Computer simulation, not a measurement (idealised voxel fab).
Module name: voxel transistor to metal (process module)
Xsec cut, 300 nm wide, square cell size 5 nm.
Cross-section = grid of square cells, listed top down in bands; band = one or more rows.
First you get the band's top height and its bottom height, in nm, and then the materials it's made of, left to right, with each width in nm. If you see a single material with "throughout", that one covers the band edge to edge. "empty" is empty space.
Beneath 0, the wafer as received is one material, and that level is where height counting begins. The lowest band goes on downward without a bottom; it is written like "z 0 and below".
Width "30 to 40": first value at the band's top row of cells, second value at its bottom row, equal change from row to row.
"remains unaltered" (step): cross-section cells unchanged, all of them.
Voids not open to the top, 8 cells minimum: see "Enclosed void entries". Written width x height at distance; distance is from the left edge; nm.
Read whatever lies past the settings on a step's line as the simulator's own remark about the step.
A step's line can hold "overlay nm"; with a mask on that step, the setting says how far right of the planned place the mask lay, while a negative setting says it lay to the left.
So here's the lineup of process steps we planned
1 RECEIVE, material Si
2 OXIDIZE, depth nm 5
3 CONFORMAL_DEP, material SiN, thk nm 10
4 MASKED_ETCH, tone cover, mask id ACTIVE, width nm 115, pitch nm 140, etch materials SiN, depth nm 10, overlay nm 0
5 MASKED_ETCH, tone cover, mask id ACTIVE, width nm 115, pitch nm 140, etch materials SiO2, depth nm 5, overlay nm 0
6 MASKED_ETCH, tone cover, mask id ACTIVE, width nm 115, pitch nm 140, etch materials Si, depth nm 35, overlay nm 0
7 OXIDIZE, depth nm 5
8 FILL_DEP, material SiO2, thk nm 5
9 CMP, height nm 10
10 SELECTIVE_ETCH, etch materials SiO2, depth nm 10
11 STRIP, etch materials SiN
12 SELECTIVE_ETCH, etch materials SiO2, depth nm 5
13 OXIDIZE, depth nm 5
14 DIRECTIONAL_DEP, material polySi, thk nm 30
15 DIRECTIONAL_DEP, material SiCN, thk nm 15
16 PATTERN, tone cover, mask id GATE, material resist, width nm 35, pitch nm 140, thk nm 15, overlay nm 0
17 DIRECTIONAL_ETCH, etch materials SiCN, depth nm 25
18 DIRECTIONAL_ETCH, etch materials polySi, depth nm 40
19 STRIP, etch materials resist
20 CONFORMAL_DEP, material SiO2, thk nm 5
21 DIRECTIONAL_ETCH, etch materials SiO2, depth nm 5
22 CONFORMAL_DEP, material SiN, thk nm 10
23 DIRECTIONAL_ETCH, etch materials SiN, depth nm 10
24 DIRECTIONAL_ETCH, etch materials SiO2, depth nm 5
25 DIRECTIONAL_ETCH, etch materials Si, depth nm 10
26 EPI, material nSi, thk nm 10
27 FILL_DEP, material SiO2, thk nm 10
28 CMP, height nm 25
29 STRIP, etch materials polySi
30 SELECTIVE_ETCH, etch materials SiO2, depth nm 5
31 CONFORMAL_DEP, material HfO2, thk nm 5
32 CONFORMAL_DEP, material TiN, thk nm 5
33 FILL_DEP, material W, thk nm 10
34 CMP, height nm 20
35 DIRECTIONAL_DEP, material SiO2, thk nm 15
36 DIRECTIONAL_DEP, material aC, thk nm 15
37 PATTERN, tone open, mask id CONTACT, material resist, width nm 20, thk nm 30, overlay nm 0
38 DIRECTIONAL_ETCH, etch materials aC, depth nm 15
39 STRIP, etch materials resist
40 DIRECTIONAL_ETCH, etch materials SiO2, depth nm 45
41 STRIP, etch materials aC
42 CONFORMAL_DEP, material TiN, thk nm 5
43 FILL_DEP, material W, thk nm 5
44 CMP, height nm 35
45 DIRECTIONAL_DEP, material TiN, thk nm 5
46 DIRECTIONAL_DEP, material W, thk nm 20
47 DIRECTIONAL_DEP, material aC, thk nm 10
48 PATTERN, tone cover, mask id METAL_1, material resist, width nm 20, thk nm 25, overlay nm 0
49 DIRECTIONAL_ETCH, etch materials aC, depth nm 10
50 STRIP, etch materials resist
51 DIRECTIONAL_ETCH, etch materials W, depth nm 20
52 DIRECTIONAL_ETCH, etch materials TiN, depth nm 5
53 STRIP, etch materials aC
54 FILL_DEP, material lowk, thk nm 10
55 CMP, height nm 60
56 CONFORMAL_DEP, material SiN, thk nm 5
As received, after step 1
- z 0 and below = Si throughout
- Enclosed void entries: none
Cross-sectional image of the first of two wafers at the end of the module, the run having proceeded as planned
- z 65 to 60 = SiN throughout
- z 60 to 40 = 25 lowk, 20 W, 65 lowk, 20 W, 35 lowk, 20 W, 65 lowk, 20 W, 30 lowk
- z 40 to 35 = 25 lowk, 20 TiN, 65 lowk, 20 TiN, 35 lowk, 20 TiN, 65 lowk, 20 TiN, 30 lowk
- z 35 to 20 = 25 SiO2, 5 TiN, 10 W, 5 TiN, 65 SiO2, 5 TiN, 10 W, 5 TiN, 35 SiO2, 5 TiN, 10 W, 5 TiN, 65 SiO2, 5 TiN, 10 W, 5 TiN, 30 SiO2
- z 20 to 5 = 25 SiO2, 5 TiN, 10 W, 5 TiN, 10 SiN, 5 HfO2, 5 TiN, 25 W, 5 TiN, 5 HfO2, 10 SiN, 5 TiN, 10 W, 5 TiN, 35 SiO2, 5 TiN, 10 W, 5 TiN, 10 SiN, 5 HfO2, 5 TiN, 25 W, 5 TiN, 5 HfO2, 10 SiN, 5 TiN, 10 W, 5 TiN, 30 SiO2
- z 5 to 0 = 25 SiO2, 20 TiN, 10 SiN, 5 HfO2, 5 TiN, 25 W, 5 TiN, 5 HfO2, 10 SiN, 20 TiN, 35 SiO2, 20 TiN, 10 SiN, 5 HfO2, 5 TiN, 25 W, 5 TiN, 5 HfO2, 10 SiN, 20 TiN, 30 SiO2
- z 0 to -5 = 25 SiO2, 10 TiN, 10 nSi, 10 SiN, 5 HfO2, 35 TiN, 5 HfO2, 10 SiN, 10 nSi, 10 TiN, 35 SiO2, 10 TiN, 10 nSi, 10 SiN, 5 HfO2, 35 TiN, 5 HfO2, 10 SiN, 10 nSi, 10 TiN, 30 SiO2
- z -5 to -10 = 25 SiO2, 10 TiN, 10 nSi, 10 SiO2, 45 HfO2, 10 SiO2, 10 nSi, 10 TiN, 35 SiO2, 10 TiN, 10 nSi, 10 SiO2, 45 HfO2, 10 SiO2, 10 nSi, 10 TiN, 30 SiO2
- z -10 to -20 = 25 SiO2, 20 nSi, 65 Si, 20 nSi, 35 SiO2, 20 nSi, 65 Si, 20 nSi, 30 SiO2
- z -20 to -45 = 25 SiO2, 105 Si, 35 SiO2, 105 Si, 30 SiO2
- z -45 and below = Si throughout
- Enclosed void entries: none
End-of-module cross-section of the second wafer: identical starting point and process plan to the first, with one processing mistake
- z 65 to 60 = SiN throughout
- z 60 to 40 = 25 lowk, 20 W, 65 lowk, 20 W, 35 lowk, 20 W, 65 lowk, 20 W, 30 lowk
- z 40 to 35 = 25 lowk, 20 TiN, 65 lowk, 20 TiN, 35 lowk, 20 TiN, 65 lowk, 20 TiN, 30 lowk
- z 35 to 25 = 20 W, 5 TiN, 20 SiO2, 5 TiN, 55 W, 5 TiN, 20 SiO2, 5 TiN, 25 W, 5 TiN, 20 SiO2, 5 TiN, 55 W, 5 TiN, 20 SiO2, 5 TiN, 25 W
- z 25 to 20 = 20 W, 5 TiN, 20 SiO2, 65 TiN, 20 SiO2, 5 TiN, 25 W, 5 TiN, 20 SiO2, 65 TiN, 20 SiO2, 5 TiN, 25 W
- z 20 to 0 = 20 W, 5 TiN, 20 SiO2, 10 SiN, 5 HfO2, 5 TiN, 25 W, 5 TiN, 5 HfO2, 10 SiN, 20 SiO2, 5 TiN, 25 W, 5 TiN, 20 SiO2, 10 SiN, 5 HfO2, 5 TiN, 25 W, 5 TiN, 5 HfO2, 10 SiN, 20 SiO2, 5 TiN, 25 W
- z 0 to -5 = 20 W, 5 TiN, 10 SiO2, 10 nSi, 10 SiN, 5 HfO2, 35 TiN, 5 HfO2, 10 SiN, 10 nSi, 10 SiO2, 5 TiN, 25 W, 5 TiN, 10 SiO2, 10 nSi, 10 SiN, 5 HfO2, 35 TiN, 5 HfO2, 10 SiN, 10 nSi, 10 SiO2, 5 TiN, 25 W
- z -5 to -10 = 25 TiN, 10 SiO2, 10 nSi, 10 SiO2, 45 HfO2, 10 SiO2, 10 nSi, 10 SiO2, 35 TiN, 10 SiO2, 10 nSi, 10 SiO2, 45 HfO2, 10 SiO2, 10 nSi, 10 SiO2, 30 TiN
- z -10 to -20 = 25 SiO2, 20 nSi, 65 Si, 20 nSi, 35 SiO2, 20 nSi, 65 Si, 20 nSi, 30 SiO2
- z -20 to -45 = 25 SiO2, 105 Si, 35 SiO2, 105 Si, 30 SiO2
- z -45 and below = Si throughout
- Enclosed void entries: none
Nonconformance to the process plan: heads up, step 37 didn't go per plan, it actually ran as PATTERN, tone cover, mask id CONTACT, material resist, width nm 20, thk nm 30, overlay nm 0
In the final state, the cell counts of the second wafer exceed or fall short of those of the first for the following materials: SiO2: 112 fewer | TiN: 4 more | W: 108 more
